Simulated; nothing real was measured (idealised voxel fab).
process module | voxel released beams
cross-section cut | 205 nm wide | cells 5 nm
A cross-section is a grid of square cells, given in bands from the top down. A band is one or more rows of cells.
Each band's line starts with the height of the band's top and of its bottom, in nm. Then come its materials from left to right, each with its width in nm. One material with "throughout" fills the band from edge to edge. "air" is empty space.
Height 0 is the level under which the wafer as received is all one material. The lowest band goes on downwards, as in "0 down".
A width such as "30 to 40" changes by the same amount from each row of cells to the next, from the band's top row to its bottom row.
"no change" after a step means that no cell of the cross-section changed.
closed voids: empty space of 8 cells or more with no open way to the top, each as width x height at its distance from the left edge, in nm
after a step's settings: what the simulator itself notes on the step
overlay nm, on a step with a mask: how far to the right of its planned place the mask lay; to the left if negative
plan
1 op RECEIVE | material Si
2 op CONFORMAL_DEP | material Al2O3 | thk nm 10
3 op DIRECTIONAL_DEP | material SiO2 | thk nm 20
4 op PATTERN | tone open | mask id ANCHOR | material resist | width nm 35 | thk nm 20 | overlay nm 0
5 op DIRECTIONAL_ETCH | etch materials SiO2 | depth nm 20
6 op STRIP | etch materials resist
7 op CONFORMAL_DEP | material SiN | thk nm 10
8 op PATTERN | tone cover | mask id BEAM | material resist | width nm 100 | thk nm 15 | overlay nm 0
9 op DIRECTIONAL_ETCH | etch materials SiN | depth nm 10
10 op STRIP | etch materials resist
11 op STRIP | etch materials SiO2
varied across the wafers: width nm of step 8. The plan shows the first wafer's value. All wafers start alike
first wafer as received, after step 1
  0 down: Si throughout
  closed voids: none
first wafer at the end, after step 11
  40 to 30: air 50 | SiN 10 | air 15 | SiN 75 | air 55
  30 to 20: air 50 | SiN 10 | air 15 | SiN 10 | air 120
  20 to 10: air 50 | SiN 35 | air 120
  10 to 0: Al2O3 throughout
  0 down: Si throughout
  closed voids: none
last wafer at the end
  40 to 30: air 40 | SiN 20 | air 15 | SiN 90 | air 40
  30 to 20: air 50 | SiN 10 | air 15 | SiN 10 | air 120
  20 to 10: air 50 | SiN 35 | air 120
  10 to 0: Al2O3 throughout
  0 down: Si throughout
  closed voids: none
each wafer at the end: cells of each material gained (+) or lost (-) since it was received, then its closed voids
width nm 100 | +82 Al2O3 | +56 SiN | closed voids: none
width nm 105 | +82 Al2O3 | +58 SiN | closed voids: none
width nm 110 | +82 Al2O3 | +60 SiN | closed voids: none
width nm 115 | +82 Al2O3 | +62 SiN | closed voids: none
width nm 120 | +82 Al2O3 | +64 SiN | closed voids: none
width nm 125 | +82 Al2O3 | +66 SiN | closed voids: none
